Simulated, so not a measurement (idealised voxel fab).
The following process module bears the name voxel self aligned vias.
Square cells of 5 nm make up the cross-section cut, whose width is 175 nm.
Notation: cross-section as square-cell grid; stated in bands, top first, going down; one or more cell rows per band. What a band's entry tells you: where the top is and where the bottom is, as heights in nm, and after that what lies inside, material by material from left to right, each with its width in nm. Empty space is written as the word "empty", and a single material marked with the word "throughout" occupies the band from edge to edge. All heights in this document are referenced to 0, defined as the level beneath which the wafer, as received, consists entirely of one material. The lowest band is not bounded below; it extends indefinitely downward and is written in the form "top 0, no bottom". With a width like "30 to 40", each row of cells in the band differs from the next by the same amount, the top row carrying the first number and the bottom row the second. Basically "remained unchanged" means that step didn't change any cell in the cross-section. "Enclosed void inventory" - sealed voids, min. 8 cells, no opening to top; format: width x height at distance (distance from left edge; nm throughout). Formally, on a step line, whatever follows the settings is a remark that the simulator itself makes on the step. overlay nm: where the mask lay relative to plan, measured to the right, on steps with a mask; negatives go left.

-- Steps planned for the process
1,RECEIVE with material Si
2,CONFORMAL_DEP with material SiO2, thk nm 10
3,CONFORMAL_DEP with material SiCN, thk nm 5
4,DIRECTIONAL_DEP with material lowk, thk nm 30
5,PATTERN with tone open, mask id LINES, material resist, width nm 30, pitch nm 65, thk nm 15, overlay nm 0
6,DIRECTIONAL_ETCH with etch materials lowk, depth nm 30
7,STRIP with etch materials resist
8,CONFORMAL_DEP with material TiN, thk nm 5
9,FILL_DEP with material W, thk nm 10
10,CMP with height nm 45
11,SELECTIVE_ETCH with etch materials W Ru TiN, depth nm 10
12,FILL_DEP with material SiN, thk nm 5
13,CMP with height nm 45
14,DIRECTIONAL_DEP with material lowk, thk nm 20
15,PATTERN with tone open, mask id VIAS, material resist, width nm 40, thk nm 20, overlay nm 0
16,DIRECTIONAL_ETCH with etch materials lowk, depth nm 20
17,DIRECTIONAL_ETCH with etch materials SiN, depth nm 10
18,STRIP with etch materials resist
19,CONFORMAL_DEP with material TiN, thk nm 5
20,FILL_DEP with material Cu, thk nm 10
21,CMP with height nm 65
22,CONFORMAL_DEP with material SiN, thk nm 5

-- first wafer, as planned

-- Cross-section: wafer on arrival = after step 1
	top 0, no bottom = Si throughout
	Enclosed void inventory: none

-- The wafer, seen in cross-section, after step 2
	top 10, bottom 0 = SiO2 throughout
	Lower than 0, everything is as it was.

-- The wafer, seen in cross-section, after step 3
	top 15, bottom 10 = SiCN throughout
	Lower than 10, everything is as it was.

-- The wafer, seen in cross-section, after step 4
	top 45, bottom 15 = lowk throughout
	Lower than 15, everything is as it was.

-- The wafer, seen in cross-section, after step 5
	top 60, bottom 45 = 40 nm resist / 30 nm empty / 35 nm resist / 30 nm empty / 40 nm resist
	Lower than 45, everything is as it was.

-- The wafer, seen in cross-section, after step 6
	top 60, bottom 45 = 40 nm resist / 30 nm empty / 35 nm resist / 30 nm empty / 40 nm resist
	top 45, bottom 15 = 40 nm lowk / 30 nm empty / 35 nm lowk / 30 nm empty / 40 nm lowk
	Lower than 15, everything is as it was.

-- The wafer, seen in cross-section, after step 7
	top 45, bottom 15 = 40 nm lowk / 30 nm empty / 35 nm lowk / 30 nm empty / 40 nm lowk
	Lower than 15, everything is as it was.

-- The wafer, seen in cross-section, after step 8
	top 50, bottom 45 = 45 nm TiN / 20 nm empty / 45 nm TiN / 20 nm empty / 45 nm TiN
	top 45, bottom 20 = 40 nm lowk / 5 nm TiN / 20 nm empty / 5 nm TiN / 35 nm lowk / 5 nm TiN / 20 nm empty / 5 nm TiN / 40 nm lowk
	top 20, bottom 15 = 40 nm lowk / 30 nm TiN / 35 nm lowk / 30 nm TiN / 40 nm lowk
	Lower than 15, everything is as it was.

-- The wafer, seen in cross-section, after step 9
	top 60, bottom 50 = W throughout
	top 50, bottom 45 = 45 nm TiN / 20 nm W / 45 nm TiN / 20 nm W / 45 nm TiN
	top 45, bottom 20 = 40 nm lowk / 5 nm TiN / 20 nm W / 5 nm TiN / 35 nm lowk / 5 nm TiN / 20 nm W / 5 nm TiN / 40 nm lowk
	Lower than 20, everything is as it was.

-- The wafer, seen in cross-section, after step 10
	top 45, bottom 20 = 40 nm lowk / 5 nm TiN / 20 nm W / 5 nm TiN / 35 nm lowk / 5 nm TiN / 20 nm W / 5 nm TiN / 40 nm lowk
	Lower than 20, everything is as it was.

-- The wafer, seen in cross-section, after step 11
	top 45, bottom 35 = 40 nm lowk / 30 nm empty / 35 nm lowk / 30 nm empty / 40 nm lowk
	Lower than 35, everything is as it was.

-- The wafer, seen in cross-section, after step 12
	top 50, bottom 45 = SiN throughout
	top 45, bottom 35 = 40 nm lowk / 30 nm SiN / 35 nm lowk / 30 nm SiN / 40 nm lowk
	Lower than 35, everything is as it was.

-- The wafer, seen in cross-section, after step 13
	top 45, bottom 35 = 40 nm lowk / 30 nm SiN / 35 nm lowk / 30 nm SiN / 40 nm lowk
	Lower than 35, everything is as it was.

-- The wafer, seen in cross-section, after step 14
	top 65, bottom 45 = lowk throughout
	Lower than 45, everything is as it was.

-- The wafer, seen in cross-section, after step 15
	top 85, bottom 65 = 35 nm resist / 40 nm empty / 100 nm resist
	Lower than 65, everything is as it was.

-- The wafer, seen in cross-section, after step 16
	top 85, bottom 65 = 35 nm resist / 40 nm empty / 100 nm resist
	top 65, bottom 45 = 35 nm lowk / 40 nm empty / 100 nm lowk
	Lower than 45, everything is as it was.

-- The wafer, seen in cross-section, after step 17
	top 85, bottom 65 = 35 nm resist / 40 nm empty / 100 nm resist
	top 65, bottom 45 = 35 nm lowk / 40 nm empty / 100 nm lowk
	top 45, bottom 35 = 40 nm lowk / 30 nm empty / 35 nm lowk / 30 nm SiN / 40 nm lowk
	Lower than 35, everything is as it was.

-- The wafer, seen in cross-section, after step 18
	top 65, bottom 45 = 35 nm lowk / 40 nm empty / 100 nm lowk
	Lower than 45, everything is as it was.

-- The wafer, seen in cross-section, after step 19
	top 70, bottom 65 = 40 nm TiN / 30 nm empty / 105 nm TiN
	top 65, bottom 50 = 35 nm lowk / 5 nm TiN / 30 nm empty / 5 nm TiN / 100 nm lowk
	top 50, bottom 45 = 35 nm lowk / 10 nm TiN / 20 nm empty / 10 nm TiN / 100 nm lowk
	top 45, bottom 40 = 40 nm lowk / 5 nm TiN / 20 nm empty / 5 nm TiN / 35 nm lowk / 30 nm SiN / 40 nm lowk
	top 40, bottom 35 = 40 nm lowk / 30 nm TiN / 35 nm lowk / 30 nm SiN / 40 nm lowk
	Lower than 35, everything is as it was.

-- The wafer, seen in cross-section, after step 20
	top 80, bottom 70 = Cu throughout
	top 70, bottom 65 = 40 nm TiN / 30 nm Cu / 105 nm TiN
	top 65, bottom 50 = 35 nm lowk / 5 nm TiN / 30 nm Cu / 5 nm TiN / 100 nm lowk
	top 50, bottom 45 = 35 nm lowk / 10 nm TiN / 20 nm Cu / 10 nm TiN / 100 nm lowk
	top 45, bottom 40 = 40 nm lowk / 5 nm TiN / 20 nm Cu / 5 nm TiN / 35 nm lowk / 30 nm SiN / 40 nm lowk
	Lower than 40, everything is as it was.

-- The wafer, seen in cross-section, after step 21
	top 65, bottom 50 = 35 nm lowk / 5 nm TiN / 30 nm Cu / 5 nm TiN / 100 nm lowk
	Lower than 50, everything is as it was.

-- The wafer, seen in cross-section, after step 22
	top 70, bottom 65 = SiN throughout
	Lower than 65, everything is as it was.

-- The remaining wafer, second of the two, started like the first and was run to the same plan, except that one mistake was made along the way; the two coincide through step 14, inclusive

-- Cross-section of the second wafer corresponding to the planned conclusion of step 15
	top 85, bottom 65 = 35 nm empty / 40 nm resist / 100 nm empty
	Lower than 65, everything is as it was.

-- Cross-section of the second wafer corresponding to the planned conclusion of step 16
	top 85, bottom 65 = 35 nm empty / 40 nm resist / 100 nm empty
	top 65, bottom 45 = 35 nm empty / 40 nm lowk / 100 nm empty
	Lower than 45, everything is as it was.

-- Cross-section of the second wafer corresponding to the planned conclusion of step 17
	top 85, bottom 65 = 35 nm empty / 40 nm resist / 100 nm empty
	top 65, bottom 45 = 35 nm empty / 40 nm lowk / 100 nm empty
	top 45, bottom 35 = 40 nm lowk / 30 nm SiN / 35 nm lowk / 30 nm empty / 40 nm lowk
	Lower than 35, everything is as it was.

-- Cross-section of the second wafer corresponding to the planned conclusion of step 18
	top 65, bottom 45 = 35 nm empty / 40 nm lowk / 100 nm empty
	Lower than 45, everything is as it was.

-- Cross-section of the second wafer corresponding to the planned conclusion of step 19
	top 70, bottom 65 = 30 nm empty / 50 nm TiN / 95 nm empty
	top 65, bottom 50 = 30 nm empty / 5 nm TiN / 40 nm lowk / 5 nm TiN / 95 nm empty
	top 50, bottom 45 = 35 nm TiN / 40 nm lowk / 35 nm TiN / 20 nm empty / 45 nm TiN
	top 45, bottom 40 = 40 nm lowk / 30 nm SiN / 35 nm lowk / 5 nm TiN / 20 nm empty / 5 nm TiN / 40 nm lowk
	top 40, bottom 35 = 40 nm lowk / 30 nm SiN / 35 nm lowk / 30 nm TiN / 40 nm lowk
	Lower than 35, everything is as it was.

-- Cross-section of the second wafer corresponding to the planned conclusion of step 20
	top 80, bottom 70 = Cu throughout
	top 70, bottom 65 = 30 nm Cu / 50 nm TiN / 95 nm Cu
	top 65, bottom 50 = 30 nm Cu / 5 nm TiN / 40 nm lowk / 5 nm TiN / 95 nm Cu
	top 50, bottom 45 = 35 nm TiN / 40 nm lowk / 35 nm TiN / 20 nm Cu / 45 nm TiN
	top 45, bottom 40 = 40 nm lowk / 30 nm SiN / 35 nm lowk / 5 nm TiN / 20 nm Cu / 5 nm TiN / 40 nm lowk
	Lower than 40, everything is as it was.

-- Cross-section of the second wafer corresponding to the planned conclusion of step 21
	top 65, bottom 50 = 30 nm Cu / 5 nm TiN / 40 nm lowk / 5 nm TiN / 95 nm Cu
	Lower than 50, everything is as it was.

-- Cross-section of the second wafer corresponding to the planned conclusion of step 22
	top 70, bottom 65 = SiN throughout
	Lower than 65, everything is as it was.
Deviation noted in wafer processing: step 15 changed vs plan, executed as PATTERN with tone cover, mask id VIAS, material resist, width nm 40, thk nm 20, overlay nm 0
The closing comparison, in cells, has the second wafer with more or fewer of some materials than the first: Cu +57 | TiN +19 | lowk -76
